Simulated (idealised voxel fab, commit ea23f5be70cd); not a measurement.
voxel air gaps: a process module
Xsec cut, 185 nm wide, square cell size 5 nm.
In this document a cross-section is written as a grid of square cells. It is given as a series of bands, listed from the top down, and a band is one or more rows of cells. Read a band's entry like this: the first values are the height of its top and the height of its bottom in nm, and what follows is the sequence of materials from left to right, each with its width in nm. Note that "air" is empty space, and that a single material marked "throughout" reaches across the band from edge to edge. Height is counted from the level 0, under which the received wafer is composed throughout of one material. The lowest of the bands is not closed at the bottom but continues downward, in the notation "from 0 down". Think of "30 to 40" as a width that walks from the first number to the second as you go down the band, top row to bottom row, taking equal-sized steps from row to row. You'll sometimes find "remained unchanged" written for a step, and that's the way of saying that nowhere in the cross-section did a cell change during that step. Enclosed voids (no open way to top), threshold 8 cells or more, entry "Closed internal voids", notation width x height at distance, distance from left edge, nm. Whatever follows a step's settings on its line is a remark the simulator itself makes about that step. "overlay nm" denotes, for a step that has a mask, the displacement of the mask to the right of its planned place, with negative values corresponding to the left.

**Listed below are the process steps as planned**
1,RECEIVE,material Si
2,CONFORMAL_DEP,material SiO2,thk nm 10
3,CONFORMAL_DEP,material SiN,thk nm 5
4,DIRECTIONAL_DEP,material lowk,thk nm 40
5,MASKED_ETCH,tone open,mask id LINES,width nm 20,pitch nm 50,etch materials lowk,depth nm 40,overlay nm 0
6,CONFORMAL_DEP,material TiN,thk nm 5
7,FILL_DEP,material Cu,thk nm 10
8,CMP,height nm 55
9,EPI,material Ru,thk nm 10
10,SELECTIVE_ETCH,etch materials lowk,depth nm 50
11,CONFORMAL_DEP,material SiCN,thk nm 5

**Below: the first of two wafers, run as planned**

**As-received wafer cross-section (after step 1)**
	from 0 down  Si throughout
	Closed internal voids: none

**State of the wafer after step 2, shown in cross-section**
	from 10 to 0  SiO2 throughout
	At heights below 0, the structure remains unaltered.

**State of the wafer after step 3, shown in cross-section**
	from 15 to 10  SiN throughout
	At heights below 10, the structure remains unaltered.

**State of the wafer after step 4, shown in cross-section**
	from 55 to 15  lowk throughout
	At heights below 15, the structure remains unaltered.

**State of the wafer after step 5, shown in cross-section**
	from 55 to 15  lowk 30  air 20  lowk 30  air 20  lowk 30  air 20  lowk 35
	At heights below 15, the structure remains unaltered.

**State of the wafer after step 6, shown in cross-section**
	from 60 to 55  TiN 35  air 10  TiN 40  air 10  TiN 40  air 10  TiN 40
	from 55 to 20  lowk 30  TiN 5  air 10  TiN 5  lowk 30  TiN 5  air 10  TiN 5  lowk 30  TiN 5  air 10  TiN 5  lowk 35
	from 20 to 15  lowk 30  TiN 20  lowk 30  TiN 20  lowk 30  TiN 20  lowk 35
	At heights below 15, the structure remains unaltered.

**State of the wafer after step 7, shown in cross-section**
	from 70 to 60  Cu throughout
	from 60 to 55  TiN 35  Cu 10  TiN 40  Cu 10  TiN 40  Cu 10  TiN 40
	from 55 to 20  lowk 30  TiN 5  Cu 10  TiN 5  lowk 30  TiN 5  Cu 10  TiN 5  lowk 30  TiN 5  Cu 10  TiN 5  lowk 35
	At heights below 20, the structure remains unaltered.

**State of the wafer after step 8, shown in cross-section**
	from 55 to 20  lowk 30  TiN 5  Cu 10  TiN 5  lowk 30  TiN 5  Cu 10  TiN 5  lowk 30  TiN 5  Cu 10  TiN 5  lowk 35
	At heights below 20, the structure remains unaltered.

**State of the wafer after step 9, shown in cross-section**
	from 65 to 55  air 20  Ru 40  air 10  Ru 40  air 10  Ru 40  air 25
	At heights below 55, the structure remains unaltered.

**State of the wafer after step 10, shown in cross-section**
	from 65 to 55  air 20  Ru 40  air 10  Ru 40  air 10  Ru 40  air 25
	from 55 to 20  air 30  TiN 5  Cu 10  TiN 5  air 30  TiN 5  Cu 10  TiN 5  air 30  TiN 5  Cu 10  TiN 5  air 35
	from 20 to 15  air 30  TiN 20  air 30  TiN 20  air 30  TiN 20  air 35
	At heights below 15, the structure remains unaltered.

**State of the wafer after step 11, shown in cross-section**
	from 70 to 65  air 15  SiCN 150  air 20
	from 65 to 55  air 15  SiCN 5  Ru 40  SiCN 10  Ru 40  SiCN 10  Ru 40  SiCN 5  air 20
	from 55 to 50  air 15  SiCN 15  TiN 5  Cu 10  TiN 5  SiCN 30  TiN 5  Cu 10  TiN 5  SiCN 30  TiN 5  Cu 10  TiN 5  SiCN 15  air 20
	from 50 to 20  air 25  SiCN 5  TiN 5  Cu 10  TiN 5  SiCN 5  air 20  SiCN 5  TiN 5  Cu 10  TiN 5  SiCN 5  air 20  SiCN 5  TiN 5  Cu 10  TiN 5  SiCN 5  air 30
	from 20 to 15  SiCN 30  TiN 20  SiCN 30  TiN 20  SiCN 30  TiN 20  SiCN 35
	At heights below 15, the structure remains unaltered.
	Closed internal voids: 20 x 30 at 55; 20 x 30 at 105

**What follows concerns the second wafer, which started out like the first and was meant to follow the very same plan; one mistake crept in when it was run, but everything up to and including step 7 is the same as for the first wafer**

Second wafer at the planned finish of step 8, seen in cross-section: remained unchanged

**Second wafer at the planned finish of step 9, seen in cross-section**
	from 80 to 70  Ru throughout
	At heights below 70, the structure remains unaltered.

Second wafer at the planned finish of step 10, seen in cross-section: remained unchanged

**Second wafer at the planned finish of step 11, seen in cross-section**
	from 85 to 80  SiCN throughout
	At heights below 80, the structure remains unaltered.
What broke from the plan during processing? step 8 was left out
It is noted that, at the conclusion of processing, the second wafer exhibits a higher or lower cell count for certain materials relative to the first: Cu +80 | Ru +26 | SiCN -84 | TiN +31 | lowk +200
So at the end we're looking at 2 closed voids on the first wafer and 0 on the second.
